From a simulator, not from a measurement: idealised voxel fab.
process module | voxel gate over fins
cross-section cut | 285 nm wide | cells 5 nm
A cross-section is a grid of square cells, given in bands from the top down. A band is one or more rows of cells.
Each band's line starts with the height of the band's top and of its bottom, in nm. Then come its materials from left to right, each with its width in nm. One material with "throughout" fills the band from edge to edge. "air" is empty space.
Height 0 is the level under which the wafer as received is all one material. The lowest band goes on downwards, as in "0 down".
A width such as "30 to 40" changes by the same amount from each row of cells to the next, from the band's top row to its bottom row.
"no change" after a step means that no cell of the cross-section changed.
closed voids: empty space of 8 cells or more with no open way to the top, each as width x height at its distance from the left edge, in nm
after a step's settings: what the simulator itself notes on the step
overlay nm, on a step with a mask: how far to the right of its planned place the mask lay; to the left if negative
plan
1 op RECEIVE | material Si
2 op CONFORMAL_DEP | material SiN | thk nm 10
3 op MASKED_ETCH | tone cover | mask id FINS | width nm 15 | pitch nm 40 | etch materials SiN | depth nm 10 | overlay nm 0
4 op MASKED_ETCH | tone cover | mask id FINS | width nm 15 | pitch nm 40 | etch materials Si | depth nm 40 | overlay nm 0
5 op OXIDIZE | depth nm 5
6 op FILL_DEP | material SiO2 | thk nm 10
7 op CMP | height nm 10
8 op SELECTIVE_ETCH | etch materials SiO2 | depth nm 25
9 op STRIP | etch materials SiN
10 op CONFORMAL_DEP | material HfO2 | thk nm 5
11 op CONFORMAL_DEP | material TiN | thk nm 5
12 op FILL_DEP | material W | thk nm 15
13 op CMP | height nm 20
14 op CONFORMAL_DEP | material SiN | thk nm 5
as received, after step 1
  0 down: Si throughout
  closed voids: none
a wafer at the end: this start, this plan, one mistake
  25 to 20: SiN throughout
  20 to 15: W 65 | TiN 35 | W 5 | TiN 35 | W 5 | TiN 35 | W 5 | TiN 35 | W 65
  15 to 10: W 65 | TiN 5 | HfO2 25 | TiN 5 | W 5 | TiN 5 | HfO2 25 | TiN 5 | W 5 | TiN 5 | HfO2 25 | TiN 5 | W 5 | TiN 5 | HfO2 25 | TiN 5 | W 65
  10 to 0: W 65 | TiN 5 | HfO2 5 | SiN 15 | HfO2 5 | TiN 5 | W 5 | TiN 5 | HfO2 5 | SiN 15 | HfO2 5 | TiN 5 | W 5 | TiN 5 | HfO2 5 | SiN 15 | HfO2 5 | TiN 5 | W 5 | TiN 5 | HfO2 5 | SiN 15 | HfO2 5 | TiN 5 | W 65
  0 to -10: W 65 | TiN 5 to 10 | HfO2 10 to 5 | Si 5 | HfO2 10 to 5 | TiN 5 to 10 | W 5 | TiN 5 to 10 | HfO2 10 to 5 | Si 5 | HfO2 10 to 5 | TiN 5 to 10 | W 5 | TiN 5 to 10 | HfO2 10 to 5 | Si 5 | HfO2 10 to 5 | TiN 5 to 10 | W 5 | TiN 5 to 10 | HfO2 10 to 5 | Si 5 | HfO2 10 to 5 | TiN 5 to 10 | W 65
  -10 to -15: W 70 | TiN 5 | HfO2 5 | Si 5 | HfO2 5 | TiN 5 | W 15 | TiN 5 | HfO2 5 | Si 5 | HfO2 5 | TiN 5 | W 15 | TiN 5 | HfO2 5 | Si 5 | HfO2 5 | TiN 5 | W 15 | TiN 5 | HfO2 5 | Si 5 | HfO2 5 | TiN 5 | W 70
  -15 to -30: W 70 | TiN 5 | HfO2 5 | Si 5 | HfO2 5 | TiN 5 | W 5 | air 5 | W 5 | TiN 5 | HfO2 5 | Si 5 | HfO2 5 | TiN 5 | W 5 | air 5 | W 5 | TiN 5 | HfO2 5 | Si 5 | HfO2 5 | TiN 5 | W 5 | air 5 | W 5 | TiN 5 | HfO2 5 | Si 5 | HfO2 5 | TiN 5 | W 70
  -30 to -35: W 70 | TiN 5 | HfO2 5 | Si 5 | HfO2 5 | TiN 5 | W 15 | TiN 5 | HfO2 5 | Si 5 | HfO2 5 | TiN 5 | W 15 | TiN 5 | HfO2 5 | Si 5 | HfO2 5 | TiN 5 | W 15 | TiN 5 | HfO2 5 | Si 5 | HfO2 5 | TiN 5 | W 70
  -35 to -40: TiN 75 | HfO2 5 | Si 5 | HfO2 5 | TiN 25 | HfO2 5 | Si 5 | HfO2 5 | TiN 25 | HfO2 5 | Si 5 | HfO2 5 | TiN 25 | HfO2 5 | Si 5 | HfO2 5 | TiN 75
  -40 to -45: HfO2 80 | Si 5 | HfO2 35 | Si 5 | HfO2 35 | Si 5 | HfO2 35 | Si 5 | HfO2 80
  -45 down: Si throughout
  closed voids: none
what went wrong: step 9 ran as: op STRIP | etch materials SiO2
